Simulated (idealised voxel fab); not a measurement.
Proc. module: voxel gate over fins
Cross-section cut spans 280 nm and uses square cells 5 nm in size.
Heads up, the way a cross-section reads in here is a grid of square cells, handed over as bands from the top down, with every band being one or more rows of cells.
The entry gives the band's vertical extent as a top height and a bottom height in nm, then its horizontal make-up as materials from left to right, each with a width in nm. "air" stands for empty space; a single material marked "throughout" fills the band edge to edge.
Height is counted from the level 0, under which the received wafer is composed throughout of one material. The lowest of the bands is not closed at the bottom but continues downward, in the notation "0 down".
With a width like "30->40", each row of cells in the band differs from the next by the same amount, the top row carrying the first number and the bottom row the second.
When a step is marked "all unchanged", none of the cells in the cross-section changed during that step.
Closed-off voids of 8+ cells (no open route to the top) go in "Voids, sealed", written width x height at distance from the left edge, in nm.
Read whatever lies past the settings on a step's line as the simulator's own remark about the step.
"overlay nm" answers the question of how far to the right of plan the mask lay on a step that has a mask, and when it is negative the answer is to the left.
Pairs, read this way: before one process step on the one hand, after it on the other, the after cross-section ending at the lowest band that changed; the step between, settings included, beneath. Same starting wafer throughout, but possibly different runs of this module, so no pair continues from the pair above unless its entry headed "Pre-step cross-section" says so.
Pre-step cross-section:
15 to 5 = SiO2 throughout
5 to 0 = SiO2 (65)  SiN (20)  SiO2 (25)  SiN (20)  SiO2 (25)  SiN (20)  SiO2 (25)  SiN (20)  SiO2 (60)
0 to -30 = SiO2 (65)  Si (20)  SiO2 (25)  Si (20)  SiO2 (25)  Si (20)  SiO2 (25)  Si (20)  SiO2 (60)
-30 down = Si throughout
Voids, sealed: none
Step Result:
5 to 0 = SiO2 (65)  SiN (20)  SiO2 (25)  SiN (20)  SiO2 (25)  SiN (20)  SiO2 (25)  SiN (20)  SiO2 (60)
Nothing below the height 0 has changed.
Voids, sealed: none
The step that takes the structure from the upper cross-section to the lower one is op CMP | height nm 5
Pre-step cross-section: see the after view in the pair directly above.
Step Result:
5 to 0 = air (65)  SiN (20)  air (25)  SiN (20)  air (25)  SiN (20)  air (25)  SiN (20)  air (60)
0 to -15 = air (65)  Si (20)  air (25)  Si (20)  air (25)  Si (20)  air (25)  Si (20)  air (60)
Nothing below the height -15 has changed.
Voids, sealed: none
The step that takes the structure from the upper cross-section to the lower one is op SELECTIVE_ETCH | etch materials SiO2 | depth nm 20
Pre-step cross-section: see the after view in the pair directly above.
Step Result:
0 to -15 = air (65)  Si (20)  air (25)  Si (20)  air (25)  Si (20)  air (25)  Si (20)  air (60)
Nothing below the height -15 has changed.
Voids, sealed: none
The step that takes the structure from the upper cross-section to the lower one is op STRIP | etch materials SiN
Pre-step cross-section: see the after view in the pair directly above.
Step Result:
5 to 0 = air (60)  HfO2 (30)  air (15)  HfO2 (30)  air (15)  HfO2 (30)  air (15)  HfO2 (30)  air (55)
0 to -10 = air (60)  HfO2 (5)  Si (20)  HfO2 (5)  air (15)  HfO2 (5)  Si (20)  HfO2 (5)  air (15)  HfO2 (5)  Si (20)  HfO2 (5)  air (15)  HfO2 (5)  Si (20)  HfO2 (5)  air (55)
-10 to -15 = HfO2 (65)  Si (20)  HfO2 (25)  Si (20)  HfO2 (25)  Si (20)  HfO2 (25)  Si (20)  HfO2 (60)
Nothing below the height -15 has changed.
Voids, sealed: none
The step that takes the structure from the upper cross-section to the lower one is op CONFORMAL_DEP | material HfO2 | thk nm 5
Pre-step cross-section: see the after view in the pair directly above.
Step Result:
10 to 5 = air (55)  TiN (40)  air (5)  TiN (40)  air (5)  TiN (40)  air (5)  TiN (40)  air (50)
5 to 0 = air (55)  TiN (5)  HfO2 (30)  TiN (5)  air (5)  TiN (5)  HfO2 (30)  TiN (5)  air (5)  TiN (5)  HfO2 (30)  TiN (5)  air (5)  TiN (5)  HfO2 (30)  TiN (5)  air (50)
0 to -5 = air (55)  TiN (5)  HfO2 (5)  Si (20)  HfO2 (5)  TiN (5)  air (5)  TiN (5)  HfO2 (5)  Si (20)  HfO2 (5)  TiN (5)  air (5)  TiN (5)  HfO2 (5)  Si (20)  HfO2 (5)  TiN (5)  air (5)  TiN (5)  HfO2 (5)  Si (20)  HfO2 (5)  TiN (5)  air (50)
-5 to -10 = TiN (60)  HfO2 (5)  Si (20)  HfO2 (5)  TiN (15)  HfO2 (5)  Si (20)  HfO2 (5)  TiN (15)  HfO2 (5)  Si (20)  HfO2 (5)  TiN (15)  HfO2 (5)  Si (20)  HfO2 (5)  TiN (55)
Nothing below the height -10 has changed.
Voids, sealed: none
The step that takes the structure from the upper cross-section to the lower one is op CONFORMAL_DEP | material TiN | thk nm 5
Pre-step cross-section: see the after view in the pair directly above.
Step Result:
15 to 10 = air (50)  TiAl (185)  air (45)
10 to 5 = air (50)  TiAl (5)  TiN (40)  TiAl (5)  TiN (40)  TiAl (5)  TiN (40)  TiAl (5)  TiN (40)  TiAl (5)  air (45)
5 to 0 = air (50)  TiAl (5)  TiN (5)  HfO2 (30)  TiN (5)  TiAl (5)  TiN (5)  HfO2 (30)  TiN (5)  TiAl (5)  TiN (5)  HfO2 (30)  TiN (5)  TiAl (5)  TiN (5)  HfO2 (30)  TiN (5)  TiAl (5)  air (45)
0 to -5 = TiAl (55)  TiN (5)  HfO2 (5)  Si (20)  HfO2 (5)  TiN (5)  TiAl (5)  TiN (5)  HfO2 (5)  Si (20)  HfO2 (5)  TiN (5)  TiAl (5)  TiN (5)  HfO2 (5)  Si (20)  HfO2 (5)  TiN (5)  TiAl (5)  TiN (5)  HfO2 (5)  Si (20)  HfO2 (5)  TiN (5)  TiAl (50)
Nothing below the height -5 has changed.
Voids, sealed: none
The step that takes the structure from the upper cross-section to the lower one is op CONFORMAL_DEP | material TiAl | thk nm 5
Pre-step cross-section: see the after view in the pair directly above.
Step Result:
20 to 15 = air (45)  TiN (195)  air (40)
15 to 10 = air (45)  TiN (5)  TiAl (185)  TiN (5)  air (40)
10 to 5 = air (45)  TiN (5)  TiAl (5)  TiN (40)  TiAl (5)  TiN (40)  TiAl (5)  TiN (40)  TiAl (5)  TiN (40)  TiAl (5)  TiN (5)  air (40)
5 to 0 = TiN (50)  TiAl (5)  TiN (5)  HfO2 (30)  TiN (5)  TiAl (5)  TiN (5)  HfO2 (30)  TiN (5)  TiAl (5)  TiN (5)  HfO2 (30)  TiN (5)  TiAl (5)  TiN (5)  HfO2 (30)  TiN (5)  TiAl (5)  TiN (45)
Nothing below the height 0 has changed.
Voids, sealed: none
The step that takes the structure from the upper cross-section to the lower one is op CONFORMAL_DEP | material TiN | thk nm 5
Pre-step cross-section: see the after view in the pair directly above.
Step Result:
30 to 20 = W throughout
20 to 15 = W (45)  TiN (195)  W (40)
15 to 10 = W (45)  TiN (5)  TiAl (185)  TiN (5)  W (40)
10 to 5 = W (45)  TiN (5)  TiAl (5)  TiN (40)  TiAl (5)  TiN (40)  TiAl (5)  TiN (40)  TiAl (5)  TiN (40)  TiAl (5)  TiN (5)  W (40)
Nothing below the height 5 has changed.
Voids, sealed: none
The step that takes the structure from the upper cross-section to the lower one is op FILL_DEP | material W | thk nm 10
Pre-step cross-section: see the after view in the pair directly above.
Step Result:
25 to 20 = W throughout
Nothing below the height 20 has changed.
Voids, sealed: none
The step that takes the structure from the upper cross-section to the lower one is op CMP | height nm 25
Pre-step cross-section: see the after view in the pair directly above.
Step Result:
35 to 25 = SiCN throughout
Nothing below the height 25 has changed.
Voids, sealed: none
The step that takes the structure from the upper cross-section to the lower one is op CONFORMAL_DEP | material SiCN | thk nm 10
Pre-step cross-section:
15 to 5 = aC throughout
5 to 0 = SiN throughout
0 down = Si throughout
Voids, sealed: none
Step Result:
40 to 15 = air (55)  resist (15)  air (30)  resist (15)  air (30)  resist (15)  air (30)  resist (15)  air (75)
Nothing below the height 15 has changed.
Voids, sealed: none
The step that takes the structure from the upper cross-section to the lower one is op PATTERN | tone cover | mask id FINS | material resist | width nm 15 | pitch nm 45 | thk nm 25 | overlay nm -10
Pre-step cross-section: see the after view in the pair directly above.
Step Result:
30 to 15 = air (55)  resist (15)  air (30)  resist (15)  air (30)  resist (15)  air (30)  resist (15)  air (75)
15 to 5 = air (55)  aC (15)  air (30)  aC (15)  air (30)  aC (15)  air (30)  aC (15)  air (75)
Nothing below the height 5 has changed.
Voids, sealed: none
The step that takes the structure from the upper cross-section to the lower one is op DIRECTIONAL_ETCH | etch materials aC | depth nm 10
Pre-step cross-section: see the after view in the pair directly above.
Step Result:
15 to 5 = air (55)  aC (15)  air (30)  aC (15)  air (30)  aC (15)  air (30)  aC (15)  air (75)
Nothing below the height 5 has changed.
Voids, sealed: none
The step that takes the structure from the upper cross-section to the lower one is op STRIP | etch materials resist
Pre-step cross-section: see the after view in the pair directly above.
Step Result:
15 to 5 = air (55)  aC (15)  air (30)  aC (15)  air (30)  aC (15)  air (30)  aC (15)  air (75)
5 to 0 = air (55)  SiN (15)  air (30)  SiN (15)  air (30)  SiN (15)  air (30)  SiN (15)  air (75)
Nothing below the height 0 has changed.
Voids, sealed: none
The step that takes the structure from the upper cross-section to the lower one is op DIRECTIONAL_ETCH | etch materials SiN | depth nm 5
Pre-step cross-section: see the after view in the pair directly above.
Step Result:
15 to 5 = air (55)  aC (15)  air (30)  aC (15)  air (30)  aC (15)  air (30)  aC (15)  air (75)
5 to 0 = air (55)  SiN (15)  air (30)  SiN (15)  air (30)  SiN (15)  air (30)  SiN (15)  air (75)
0 to -30 = air (55)  Si (15)  air (30)  Si (15)  air (30)  Si (15)  air (30)  Si (15)  air (75)
Nothing below the height -30 has changed.
Voids, sealed: none
The step that takes the structure from the upper cross-section to the lower one is op DIRECTIONAL_ETCH | etch materials Si | depth nm 30
Pre-step cross-section: see the after view in the pair directly above.
Step Result:
5 to 0 = air (55)  SiN (15)  air (30)  SiN (15)  air (30)  SiN (15)  air (30)  SiN (15)  air (75)
Nothing below the height 0 has changed.
Voids, sealed: none
The step that takes the structure from the upper cross-section to the lower one is op STRIP | etch materials aC
Pre-step cross-section: see the after view in the pair directly above.
Step Result:
15 to 5 = SiO2 throughout
5 to 0 = SiO2 (55)  SiN (15)  SiO2 (30)  SiN (15)  SiO2 (30)  SiN (15)  SiO2 (30)  SiN (15)  SiO2 (75)
0 to -30 = SiO2 (55)  Si (15)  SiO2 (30)  Si (15)  SiO2 (30)  Si (15)  SiO2 (30)  Si (15)  SiO2 (75)
Nothing below the height -30 has changed.
Voids, sealed: none
The step that takes the structure from the upper cross-section to the lower one is op FILL_DEP | material SiO2 | thk nm 10
Pre-step cross-section: see the after view in the pair directly above.
Step Result:
5 to 0 = SiO2 (55)  SiN (15)  SiO2 (30)  SiN (15)  SiO2 (30)  SiN (15)  SiO2 (30)  SiN (15)  SiO2 (75)
Nothing below the height 0 has changed.
Voids, sealed: none
The step that takes the structure from the upper cross-section to the lower one is op CMP | height nm 5
Pre-step cross-section: see the after view in the pair directly above.
Step Result:
5 to 0 = air (55)  SiN (15)  air (30)  SiN (15)  air (30)  SiN (15)  air (30)  SiN (15)  air (75)
0 to -15 = air (55)  Si (15)  air (30)  Si (15)  air (30)  Si (15)  air (30)  Si (15)  air (75)
Nothing below the height -15 has changed.
Voids, sealed: none
The step that takes the structure from the upper cross-section to the lower one is op SELECTIVE_ETCH | etch materials SiO2 | depth nm 20
Pre-step cross-section: see the after view in the pair directly above.
Step Result:
0 to -15 = air (55)  Si (15)  air (30)  Si (15)  air (30)  Si (15)  air (30)  Si (15)  air (75)
Nothing below the height -15 has changed.
Voids, sealed: none
The step that takes the structure from the upper cross-section to the lower one is op STRIP | etch materials SiN
Pre-step cross-section: see the after view in the pair directly above.
Step Result:
5 to 0 = air (50)  HfO2 (25)  air (20)  HfO2 (25)  air (20)  HfO2 (25)  air (20)  HfO2 (25)  air (70)
0 to -10 = air (50)  HfO2 (5)  Si (15)  HfO2 (5)  air (20)  HfO2 (5)  Si (15)  HfO2 (5)  air (20)  HfO2 (5)  Si (15)  HfO2 (5)  air (20)  HfO2 (5)  Si (15)  HfO2 (5)  air (70)
-10 to -15 = HfO2 (55)  Si (15)  HfO2 (30)  Si (15)  HfO2 (30)  Si (15)  HfO2 (30)  Si (15)  HfO2 (75)
Nothing below the height -15 has changed.
Voids, sealed: none
The step that takes the structure from the upper cross-section to the lower one is op CONFORMAL_DEP | material HfO2 | thk nm 5
Pre-step cross-section: see the after view in the pair directly above.
Step Result:
10 to 5 = air (45)  TiN (35)  air (10)  TiN (35)  air (10)  TiN (35)  air (10)  TiN (35)  air (65)
5 to 0 = air (45)  TiN (5)  HfO2 (25)  TiN (5)  air (10)  TiN (5)  HfO2 (25)  TiN (5)  air (10)  TiN (5)  HfO2 (25)  TiN (5)  air (10)  TiN (5)  HfO2 (25)  TiN (5)  air (65)
0 to -5 = air (45)  TiN (5)  HfO2 (5)  Si (15)  HfO2 (5)  TiN (5)  air (10)  TiN (5)  HfO2 (5)  Si (15)  HfO2 (5)  TiN (5)  air (10)  TiN (5)  HfO2 (5)  Si (15)  HfO2 (5)  TiN (5)  air (10)  TiN (5)  HfO2 (5)  Si (15)  HfO2 (5)  TiN (5)  air (65)
-5 to -10 = TiN (50)  HfO2 (5)  Si (15)  HfO2 (5)  TiN (20)  HfO2 (5)  Si (15)  HfO2 (5)  TiN (20)  HfO2 (5)  Si (15)  HfO2 (5)  TiN (20)  HfO2 (5)  Si (15)  HfO2 (5)  TiN (70)
Nothing below the height -10 has changed.
Voids, sealed: none
The step that takes the structure from the upper cross-section to the lower one is op CONFORMAL_DEP | material TiN | thk nm 5
Pre-step cross-section: see the after view in the pair directly above.
Step Result:
15 to 10 = air (40)  TiAl (180)  air (60)
10 to 5 = air (40)  TiAl (5)  TiN (35)  TiAl (10)  TiN (35)  TiAl (10)  TiN (35)  TiAl (10)  TiN (35)  TiAl (5)  air (60)
5 to 0 = air (40)  TiAl (5)  TiN (5)  HfO2 (25)  TiN (5)  TiAl (10)  TiN (5)  HfO2 (25)  TiN (5)  TiAl (10)  TiN (5)  HfO2 (25)  TiN (5)  TiAl (10)  TiN (5)  HfO2 (25)  TiN (5)  TiAl (5)  air (60)
0 to -5 = TiAl (45)  TiN (5)  HfO2 (5)  Si (15)  HfO2 (5)  TiN (5)  TiAl (10)  TiN (5)  HfO2 (5)  Si (15)  HfO2 (5)  TiN (5)  TiAl (10)  TiN (5)  HfO2 (5)  Si (15)  HfO2 (5)  TiN (5)  TiAl (10)  TiN (5)  HfO2 (5)  Si (15)  HfO2 (5)  TiN (5)  TiAl (65)
Nothing below the height -5 has changed.
Voids, sealed: none
The step that takes the structure from the upper cross-section to the lower one is op CONFORMAL_DEP | material TiAl | thk nm 5
Pre-step cross-section: see the after view in the pair directly above.
Step Result:
20 to 15 = air (35)  TiN (190)  air (55)
15 to 10 = air (35)  TiN (5)  TiAl (180)  TiN (5)  air (55)
10 to 5 = air (35)  TiN (5)  TiAl (5)  TiN (35)  TiAl (10)  TiN (35)  TiAl (10)  TiN (35)  TiAl (10)  TiN (35)  TiAl (5)  TiN (5)  air (55)
5 to 0 = TiN (40)  TiAl (5)  TiN (5)  HfO2 (25)  TiN (5)  TiAl (10)  TiN (5)  HfO2 (25)  TiN (5)  TiAl (10)  TiN (5)  HfO2 (25)  TiN (5)  TiAl (10)  TiN (5)  HfO2 (25)  TiN (5)  TiAl (5)  TiN (60)
Nothing below the height 0 has changed.
Voids, sealed: none
The step that takes the structure from the upper cross-section to the lower one is op CONFORMAL_DEP | material TiN | thk nm 5
Pre-step cross-section: see the after view in the pair directly above.
Step Result:
30 to 20 = W throughout
20 to 15 = W (35)  TiN (190)  W (55)
15 to 10 = W (35)  TiN (5)  TiAl (180)  TiN (5)  W (55)
10 to 5 = W (35)  TiN (5)  TiAl (5)  TiN (35)  TiAl (10)  TiN (35)  TiAl (10)  TiN (35)  TiAl (10)  TiN (35)  TiAl (5)  TiN (5)  W (55)
Nothing below the height 5 has changed.
Voids, sealed: none
The step that takes the structure from the upper cross-section to the lower one is op FILL_DEP | material W | thk nm 10
Pre-step cross-section: see the after view in the pair directly above.
Step Result:
25 to 20 = W throughout
Nothing below the height 20 has changed.
Voids, sealed: none
The step that takes the structure from the upper cross-section to the lower one is op CMP | height nm 25
Pre-step cross-section: see the after view in the pair directly above.
Step Result:
35 to 25 = SiCN throughout
Nothing below the height 25 has changed.
Voids, sealed: none
The step that takes the structure from the upper cross-section to the lower one is op CONFORMAL_DEP | material SiCN | thk nm 10
Pre-step cross-section:
5 to 0 = air (60)  HfO2 (25)  air (20)  HfO2 (25)  air (20)  HfO2 (25)  air (20)  HfO2 (25)  air (60)
0 to -10 = air (60)  HfO2 (5)  Si (15)  HfO2 (5)  air (20)  HfO2 (5)  Si (15)  HfO2 (5)  air (20)  HfO2 (5)  Si (15)  HfO2 (5)  air (20)  HfO2 (5)  Si (15)  HfO2 (5)  air (60)
-10 to -15 = HfO2 (65)  Si (15)  HfO2 (30)  Si (15)  HfO2 (30)  Si (15)  HfO2 (30)  Si (15)  HfO2 (65)
-15 to -30 = SiO2 (65)  Si (15)  SiO2 (30)  Si (15)  SiO2 (30)  Si (15)  SiO2 (30)  Si (15)  SiO2 (65)
-30 down = Si throughout
Voids, sealed: none
Step Result:
10 to 5 = air (55)  SiN (35)  air (10)  SiN (35)  air (10)  SiN (35)  air (10)  SiN (35)  air (55)
5 to 0 = air (55)  SiN (5)  HfO2 (25)  SiN (5)  air (10)  SiN (5)  HfO2 (25)  SiN (5)  air (10)  SiN (5)  HfO2 (25)  SiN (5)  air (10)  SiN (5)  HfO2 (25)  SiN (5)  air (55)
0 to -5 = air (55)  SiN (5)  HfO2 (5)  Si (15)  HfO2 (5)  SiN (5)  air (10)  SiN (5)  HfO2 (5)  Si (15)  HfO2 (5)  SiN (5)  air (10)  SiN (5)  HfO2 (5)  Si (15)  HfO2 (5)  SiN (5)  air (10)  SiN (5)  HfO2 (5)  Si (15)  HfO2 (5)  SiN (5)  air (55)
-5 to -10 = SiN (60)  HfO2 (5)  Si (15)  HfO2 (5)  SiN (20)  HfO2 (5)  Si (15)  HfO2 (5)  SiN (20)  HfO2 (5)  Si (15)  HfO2 (5)  SiN (20)  HfO2 (5)  Si (15)  HfO2 (5)  SiN (60)
Nothing below the height -10 has changed.
Voids, sealed: none
The step that takes the structure from the upper cross-section to the lower one is op CONFORMAL_DEP | material SiN | thk nm 5
Pre-step cross-section: see the after view in the pair directly above.
Step Result:
15 to 10 = air (50)  TiAl (180)  air (50)
10 to 5 = air (50)  TiAl (5)  SiN (35)  TiAl (10)  SiN (35)  TiAl (10)  SiN (35)  TiAl (10)  SiN (35)  TiAl (5)  air (50)
5 to 0 = air (50)  TiAl (5)  SiN (5)  HfO2 (25)  SiN (5)  TiAl (10)  SiN (5)  HfO2 (25)  SiN (5)  TiAl (10)  SiN (5)  HfO2 (25)  SiN (5)  TiAl (10)  SiN (5)  HfO2 (25)  SiN (5)  TiAl (5)  air (50)
0 to -5 = TiAl (55)  SiN (5)  HfO2 (5)  Si (15)  HfO2 (5)  SiN (5)  TiAl (10)  SiN (5)  HfO2 (5)  Si (15)  HfO2 (5)  SiN (5)  TiAl (10)  SiN (5)  HfO2 (5)  Si (15)  HfO2 (5)  SiN (5)  TiAl (10)  SiN (5)  HfO2 (5)  Si (15)  HfO2 (5)  SiN (5)  TiAl (55)
Nothing below the height -5 has changed.
Voids, sealed: none
The step that takes the structure from the upper cross-section to the lower one is op CONFORMAL_DEP | material TiAl | thk nm 5
Pre-step cross-section: see the after view in the pair directly above.
Step Result:
20 to 15 = air (45)  TiN (190)  air (45)
15 to 10 = air (45)  TiN (5)  TiAl (180)  TiN (5)  air (45)
10 to 5 = air (45)  TiN (5)  TiAl (5)  SiN (35)  TiAl (10)  SiN (35)  TiAl (10)  SiN (35)  TiAl (10)  SiN (35)  TiAl (5)  TiN (5)  air (45)
5 to 0 = TiN (50)  TiAl (5)  SiN (5)  HfO2 (25)  SiN (5)  TiAl (10)  SiN (5)  HfO2 (25)  SiN (5)  TiAl (10)  SiN (5)  HfO2 (25)  SiN (5)  TiAl (10)  SiN (5)  HfO2 (25)  SiN (5)  TiAl (5)  TiN (50)
Nothing below the height 0 has changed.
Voids, sealed: none
The step that takes the structure from the upper cross-section to the lower one is op CONFORMAL_DEP | material TiN | thk nm 5
Pre-step cross-section: see the after view in the pair directly above.
Step Result:
30 to 20 = W throughout
20 to 15 = W (45)  TiN (190)  W (45)
15 to 10 = W (45)  TiN (5)  TiAl (180)  TiN (5)  W (45)
10 to 5 = W (45)  TiN (5)  TiAl (5)  SiN (35)  TiAl (10)  SiN (35)  TiAl (10)  SiN (35)  TiAl (10)  SiN (35)  TiAl (5)  TiN (5)  W (45)
Nothing below the height 5 has changed.
Voids, sealed: none
The step that takes the structure from the upper cross-section to the lower one is op FILL_DEP | material W | thk nm 10
Pre-step cross-section: see the after view in the pair directly above.
Step Result:
25 to 20 = W throughout
Nothing below the height 20 has changed.
Voids, sealed: none
The step that takes the structure from the upper cross-section to the lower one is op CMP | height nm 25
Pre-step cross-section: see the after view in the pair directly above.
Step Result:
35 to 25 = SiCN throughout
Nothing below the height 25 has changed.
Voids, sealed: none
The step that takes the structure from the upper cross-section to the lower one is op CONFORMAL_DEP | material SiCN | thk nm 10
Pre-step cross-section:
15 to 5 = aC throughout
5 to 0 = SiN throughout
0 down = Si throughout
Voids, sealed: none
Step Result:
40 to 15 = resist (65)  air (15)  resist (30)  air (15)  resist (30)  air (15)  resist (30)  air (15)  resist (65)
Nothing below the height 15 has changed.
Voids, sealed: none
The step that takes the structure from the upper cross-section to the lower one is op PATTERN | tone open | mask id FINS | material resist | width nm 15 | pitch nm 45 | thk nm 25 | overlay nm 0
Pre-step cross-section: see the after view in the pair directly above.
Step Result:
30 to 15 = resist (65)  air (15)  resist (30)  air (15)  resist (30)  air (15)  resist (30)  air (15)  resist (65)
15 to 5 = aC (65)  air (15)  aC (30)  air (15)  aC (30)  air (15)  aC (30)  air (15)  aC (65)
Nothing below the height 5 has changed.
Voids, sealed: none
The step that takes the structure from the upper cross-section to the lower one is op DIRECTIONAL_ETCH | etch materials aC | depth nm 10
Pre-step cross-section: see the after view in the pair directly above.
Step Result:
15 to 5 = aC (65)  air (15)  aC (30)  air (15)  aC (30)  air (15)  aC (30)  air (15)  aC (65)
Nothing below the height 5 has changed.
Voids, sealed: none
The step that takes the structure from the upper cross-section to the lower one is op STRIP | etch materials resist
Pre-step cross-section: see the after view in the pair directly above.
Step Result:
15 to 5 = aC (65)  air (15)  aC (30)  air (15)  aC (30)  air (15)  aC (30)  air (15)  aC (65)
5 to 0 = SiN (65)  air (15)  SiN (30)  air (15)  SiN (30)  air (15)  SiN (30)  air (15)  SiN (65)
Nothing below the height 0 has changed.
Voids, sealed: none
The step that takes the structure from the upper cross-section to the lower one is op DIRECTIONAL_ETCH | etch materials SiN | depth nm 5
Pre-step cross-section: see the after view in the pair directly above.
Step Result:
15 to 5 = aC (65)  air (15)  aC (30)  air (15)  aC (30)  air (15)  aC (30)  air (15)  aC (65)
5 to 0 = SiN (65)  air (15)  SiN (30)  air (15)  SiN (30)  air (15)  SiN (30)  air (15)  SiN (65)
0 to -30 = Si (65)  air (15)  Si (30)  air (15)  Si (30)  air (15)  Si (30)  air (15)  Si (65)
Nothing below the height -30 has changed.
Voids, sealed: none
The step that takes the structure from the upper cross-section to the lower one is op DIRECTIONAL_ETCH | etch materials Si | depth nm 30
Pre-step cross-section: see the after view in the pair directly above.
Step Result:
5 to 0 = SiN (65)  air (15)  SiN (30)  air (15)  SiN (30)  air (15)  SiN (30)  air (15)  SiN (65)
Nothing below the height 0 has changed.
Voids, sealed: none
The step that takes the structure from the upper cross-section to the lower one is op STRIP | etch materials aC
Pre-step cross-section: see the after view in the pair directly above.
Step Result:
15 to 5 = SiO2 throughout
5 to 0 = SiN (65)  SiO2 (15)  SiN (30)  SiO2 (15)  SiN (30)  SiO2 (15)  SiN (30)  SiO2 (15)  SiN (65)
0 to -30 = Si (65)  SiO2 (15)  Si (30)  SiO2 (15)  Si (30)  SiO2 (15)  Si (30)  SiO2 (15)  Si (65)
Nothing below the height -30 has changed.
Voids, sealed: none
The step that takes the structure from the upper cross-section to the lower one is op FILL_DEP | material SiO2 | thk nm 10
Pre-step cross-section: see the after view in the pair directly above.
Step Result:
5 to 0 = SiN (65)  SiO2 (15)  SiN (30)  SiO2 (15)  SiN (30)  SiO2 (15)  SiN (30)  SiO2 (15)  SiN (65)
Nothing below the height 0 has changed.
Voids, sealed: none
The step that takes the structure from the upper cross-section to the lower one is op CMP | height nm 5
Pre-step cross-section: see the after view in the pair directly above.
Step Result:
5 to 0 = SiN (65)  air (15)  SiN (30)  air (15)  SiN (30)  air (15)  SiN (30)  air (15)  SiN (65)
0 to -15 = Si (65)  air (15)  Si (30)  air (15)  Si (30)  air (15)  Si (30)  air (15)  Si (65)
Nothing below the height -15 has changed.
Voids, sealed: none
The step that takes the structure from the upper cross-section to the lower one is op SELECTIVE_ETCH | etch materials SiO2 | depth nm 20
Pre-step cross-section: see the after view in the pair directly above.
Step Result:
0 to -15 = Si (65)  air (15)  Si (30)  air (15)  Si (30)  air (15)  Si (30)  air (15)  Si (65)
Nothing below the height -15 has changed.
Voids, sealed: none
The step that takes the structure from the upper cross-section to the lower one is op STRIP | etch materials SiN
Pre-step cross-section: see the after view in the pair directly above.
Step Result:
5 to 0 = HfO2 (70)  air (5)  HfO2 (40)  air (5)  HfO2 (40)  air (5)  HfO2 (40)  air (5)  HfO2 (70)
0 to -10 = Si (65)  HfO2 (5)  air (5)  HfO2 (5)  Si (30)  HfO2 (5)  air (5)  HfO2 (5)  Si (30)  HfO2 (5)  air (5)  HfO2 (5)  Si (30)  HfO2 (5)  air (5)  HfO2 (5)  Si (65)
-10 to -15 = Si (65)  HfO2 (15)  Si (30)  HfO2 (15)  Si (30)  HfO2 (15)  Si (30)  HfO2 (15)  Si (65)
Nothing below the height -15 has changed.
Voids, sealed: none
The step that takes the structure from the upper cross-section to the lower one is op CONFORMAL_DEP | material HfO2 | thk nm 5
Pre-step cross-section: see the after view in the pair directly above.
Step Result:
10 to 5 = TiN throughout
5 to 0 = HfO2 (70)  TiN (5)  HfO2 (40)  TiN (5)  HfO2 (40)  TiN (5)  HfO2 (40)  TiN (5)  HfO2 (70)
0 to -10 = Si (65)  HfO2 (5)  TiN (5)  HfO2 (5)  Si (30)  HfO2 (5)  TiN (5)  HfO2 (5)  Si (30)  HfO2 (5)  TiN (5)  HfO2 (5)  Si (30)  HfO2 (5)  TiN (5)  HfO2 (5)  Si (65)
Nothing below the height -10 has changed.
Voids, sealed: none
The step that takes the structure from the upper cross-section to the lower one is op CONFORMAL_DEP | material TiN | thk nm 5
Pre-step cross-section: see the after view in the pair directly above.
Step Result:
15 to 10 = TiAl throughout
Nothing below the height 10 has changed.
Voids, sealed: none
The step that takes the structure from the upper cross-section to the lower one is op CONFORMAL_DEP | material TiAl | thk nm 5
Pre-step cross-section: see the after view in the pair directly above.
Step Result:
20 to 15 = TiN throughout
Nothing below the height 15 has changed.
Voids, sealed: none
The step that takes the structure from the upper cross-section to the lower one is op CONFORMAL_DEP | material TiN | thk nm 5
Pre-step cross-section: see the after view in the pair directly above.
Step Result:
30 to 20 = W throughout
Nothing below the height 20 has changed.
Voids, sealed: none
The step that takes the structure from the upper cross-section to the lower one is op FILL_DEP | material W | thk nm 10
Pre-step cross-section: see the after view in the pair directly above.
Step Result:
25 to 20 = W throughout
Nothing below the height 20 has changed.
Voids, sealed: none
The step that takes the structure from the upper cross-section to the lower one is op CMP | height nm 25
Pre-step cross-section: see the after view in the pair directly above.
Step Result:
35 to 25 = SiCN throughout
Nothing below the height 25 has changed.
Voids, sealed: none
The step that takes the structure from the upper cross-section to the lower one is op CONFORMAL_DEP | material SiCN | thk nm 10
